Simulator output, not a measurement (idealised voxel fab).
Process module name: voxel quadruple lines
Cross-section cut spans 140 nm and uses square cells 5 nm in size.
How to read a cross-section here: the picture is a grid of square cells, written as bands going from the top down, and any band can span one or more rows of cells. Heights first: top, then bottom, in nm. Then materials, left to right, each with a width in nm. "everywhere" on a single material: fills the band edge to edge. "empty": empty space. Heads up on the height convention: 0 is the point under which the incoming wafer is all one material, and the lowest band has no bottom, it just keeps going down, like "0..down". The two numbers in a width such as "30..40" mark its ends across the band: the first belongs to the top row of cells, the second to the bottom row, and from each row to the next the width moves by the same amount. "remained the same", as given for a step, is the statement that not any cell of the cross-section underwent a change during that step. Reported under the label "Fully enclosed voids" are the empty spaces having no open way to the top and comprising 8 cells or more; the notation for each is width x height at distance, in which the distance is measured from the left edge and all three values are in nm. Past the settings on a step's line: simulator remark, on that step. Steps that use a mask can have "overlay nm" on their line. It says how far the mask sat to the right of where it was meant to be. Negative means to the left.
Here's what the planned process steps look like
| 1 | RECEIVE, material Si |
| 2 | CONFORMAL_DEP, material Al2O3, thk nm 5 |
| 3 | DIRECTIONAL_DEP, material Ru, thk nm 10 |
| 4 | DIRECTIONAL_DEP, material polySi, thk nm 20 |
| 5 | DIRECTIONAL_DEP, material aC, thk nm 25 |
| 6 | PATTERN, tone cover, mask id MANDREL, material resist, width nm 30, thk nm 35, overlay nm 0 |
| 7 | DIRECTIONAL_ETCH, etch materials aC, depth nm 25 |
| 8 | STRIP, etch materials resist |
| 9 | CONFORMAL_DEP, material SiO2, thk nm 10 |
| 10 | DIRECTIONAL_ETCH, etch materials SiO2, depth nm 10 |
| 11 | STRIP, etch materials aC |
| 12 | DIRECTIONAL_ETCH, etch materials polySi, depth nm 20 |
| 13 | STRIP, etch materials SiO2 |
| 14 | CONFORMAL_DEP, material SiN, thk nm 10 |
| 15 | DIRECTIONAL_ETCH, etch materials SiN, depth nm 10 |
| 16 | STRIP, etch materials polySi |
| 17 | DIRECTIONAL_ETCH, etch materials Ru, depth nm 10 |
| 18 | STRIP, etch materials SiN |
| 19 | FILL_DEP, material SiO2, thk nm 10 |
| 20 | CMP, height nm 15 |
Run as planned: first of two wafers
Cross-section of the wafer upon arrival, representing the state reached after step 1
	0..down: Si everywhere
	Fully enclosed voids: none
Cross-sectional representation of the wafer at the conclusion of step 2
	5..0: Al2O3 everywhere
	Nothing below the height 0 has changed.
Cross-sectional representation of the wafer at the conclusion of step 3
	15..5: Ru everywhere
	Nothing below the height 5 has changed.
Cross-sectional representation of the wafer at the conclusion of step 4
	35..15: polySi everywhere
	Nothing below the height 15 has changed.
Cross-sectional representation of the wafer at the conclusion of step 5
	60..35: aC everywhere
	Nothing below the height 35 has changed.
Cross-sectional representation of the wafer at the conclusion of step 6
	95..60: empty (55) / resist (30) / empty (55)
	Nothing below the height 60 has changed.
Cross-sectional representation of the wafer at the conclusion of step 7
	70..60: empty (55) / resist (30) / empty (55)
	60..35: empty (55) / aC (30) / empty (55)
	Nothing below the height 35 has changed.
Cross-sectional representation of the wafer at the conclusion of step 8
	60..35: empty (55) / aC (30) / empty (55)
	Nothing below the height 35 has changed.
Cross-sectional representation of the wafer at the conclusion of step 9
	70..60: empty (45) / SiO2 (50) / empty (45)
	60..45: empty (45) / SiO2 (10) / aC (30) / SiO2 (10) / empty (45)
	45..35: SiO2 (55) / aC (30) / SiO2 (55)
	Nothing below the height 35 has changed.
Cross-sectional representation of the wafer at the conclusion of step 10
	60..35: empty (45) / SiO2 (10) / aC (30) / SiO2 (10) / empty (45)
	Nothing below the height 35 has changed.
Cross-sectional representation of the wafer at the conclusion of step 11
	60..35: empty (45) / SiO2 (10) / empty (30) / SiO2 (10) / empty (45)
	Nothing below the height 35 has changed.
Cross-sectional representation of the wafer at the conclusion of step 12
	60..35: empty (45) / SiO2 (10) / empty (30) / SiO2 (10) / empty (45)
	35..15: empty (45) / polySi (10) / empty (30) / polySi (10) / empty (45)
	Nothing below the height 15 has changed.
Cross-sectional representation of the wafer at the conclusion of step 13
	35..15: empty (45) / polySi (10) / empty (30) / polySi (10) / empty (45)
	Nothing below the height 15 has changed.
Cross-sectional representation of the wafer at the conclusion of step 14
	45..35: empty (35) / SiN (30) / empty (10) / SiN (30) / empty (35)
	35..25: empty (35) / SiN (10) / polySi (10) / SiN (10) / empty (10) / SiN (10) / polySi (10) / SiN (10) / empty (35)
	25..15: SiN (45) / polySi (10) / SiN (30) / polySi (10) / SiN (45)
	Nothing below the height 15 has changed.
Cross-sectional representation of the wafer at the conclusion of step 15
	35..15: empty (35) / SiN (10) / polySi (10) / SiN (10) / empty (10) / SiN (10) / polySi (10) / SiN (10) / empty (35)
	Nothing below the height 15 has changed.
Cross-sectional representation of the wafer at the conclusion of step 16
	35..15: empty (35) / SiN (10) / empty (10) / SiN (10) / empty (10) / SiN (10) / empty (10) / SiN (10) / empty (35)
	Nothing below the height 15 has changed.
Cross-sectional representation of the wafer at the conclusion of step 17
	35..15: empty (35) / SiN (10) / empty (10) / SiN (10) / empty (10) / SiN (10) / empty (10) / SiN (10) / empty (35)
	15..5: empty (35) / Ru (10) / empty (10) / Ru (10) / empty (10) / Ru (10) / empty (10) / Ru (10) / empty (35)
	Nothing below the height 5 has changed.
Cross-sectional representation of the wafer at the conclusion of step 18
	15..5: empty (35) / Ru (10) / empty (10) / Ru (10) / empty (10) / Ru (10) / empty (10) / Ru (10) / empty (35)
	Nothing below the height 5 has changed.
Cross-sectional representation of the wafer at the conclusion of step 19
	25..15: SiO2 everywhere
	15..5: SiO2 (35) / Ru (10) / SiO2 (10) / Ru (10) / SiO2 (10) / Ru (10) / SiO2 (10) / Ru (10) / SiO2 (35)
	Nothing below the height 5 has changed.
Cross-sectional representation of the wafer at the conclusion of step 20
	15..5: SiO2 (35) / Ru (10) / SiO2 (10) / Ru (10) / SiO2 (10) / Ru (10) / SiO2 (10) / Ru (10) / SiO2 (35)
	Nothing below the height 5 has changed.
The second wafer: identical to the first at the outset and in its planned sequence, differing only in that one mistake was made during processing; up to and including step 2, its path is the first wafer's path
Here is the second wafer in cross-section at the point where step 3 of the plan should have been done
	25..5: polySi everywhere
	Nothing below the height 5 has changed.
Here is the second wafer in cross-section at the point where step 4 of the plan should have been done
	35..25: Ru everywhere
	Nothing below the height 25 has changed.
Here is the second wafer in cross-section at the point where step 5 of the plan should have been done
	60..35: aC everywhere
	Nothing below the height 35 has changed.
Here is the second wafer in cross-section at the point where step 6 of the plan should have been done
	95..60: empty (55) / resist (30) / empty (55)
	Nothing below the height 60 has changed.
Here is the second wafer in cross-section at the point where step 7 of the plan should have been done
	70..60: empty (55) / resist (30) / empty (55)
	60..35: empty (55) / aC (30) / empty (55)
	Nothing below the height 35 has changed.
Here is the second wafer in cross-section at the point where step 8 of the plan should have been done
	60..35: empty (55) / aC (30) / empty (55)
	Nothing below the height 35 has changed.
Here is the second wafer in cross-section at the point where step 9 of the plan should have been done
	70..60: empty (45) / SiO2 (50) / empty (45)
	60..45: empty (45) / SiO2 (10) / aC (30) / SiO2 (10) / empty (45)
	45..35: SiO2 (55) / aC (30) / SiO2 (55)
	Nothing below the height 35 has changed.
Here is the second wafer in cross-section at the point where step 10 of the plan should have been done
	60..35: empty (45) / SiO2 (10) / aC (30) / SiO2 (10) / empty (45)
	Nothing below the height 35 has changed.
Here is the second wafer in cross-section at the point where step 11 of the plan should have been done
	60..35: empty (45) / SiO2 (10) / empty (30) / SiO2 (10) / empty (45)
	Nothing below the height 35 has changed.
Here is the second wafer in cross-section at the point where step 12 of the plan should have been done: remained the same
Here is the second wafer in cross-section at the point where step 13 of the plan should have been done
	35..25: Ru everywhere
	Nothing below the height 25 has changed.
Here is the second wafer in cross-section at the point where step 14 of the plan should have been done
	45..35: SiN everywhere
	Nothing below the height 35 has changed.
Here is the second wafer in cross-section at the point where step 15 of the plan should have been done
	35..25: Ru everywhere
	Nothing below the height 25 has changed.
Here is the second wafer in cross-section at the point where step 16 of the plan should have been done: remained the same
Here is the second wafer in cross-section at the point where step 17 of the plan should have been done
	25..5: polySi everywhere
	Nothing below the height 5 has changed.
Here is the second wafer in cross-section at the point where step 18 of the plan should have been done: remained the same
Here is the second wafer in cross-section at the point where step 19 of the plan should have been done
	35..25: SiO2 everywhere
	Nothing below the height 25 has changed.
Here is the second wafer in cross-section at the point where step 20 of the plan should have been done
	15..5: polySi everywhere
	Nothing below the height 5 has changed.
Here's what went sideways: steps 3 and 4 of the plan were run in the wrong order, each in the other's place
End check, counted in cells, second wafer has more or fewer of these materials than the first: 16 fewer of Ru | 40 fewer of SiO2 | 56 more of polySi
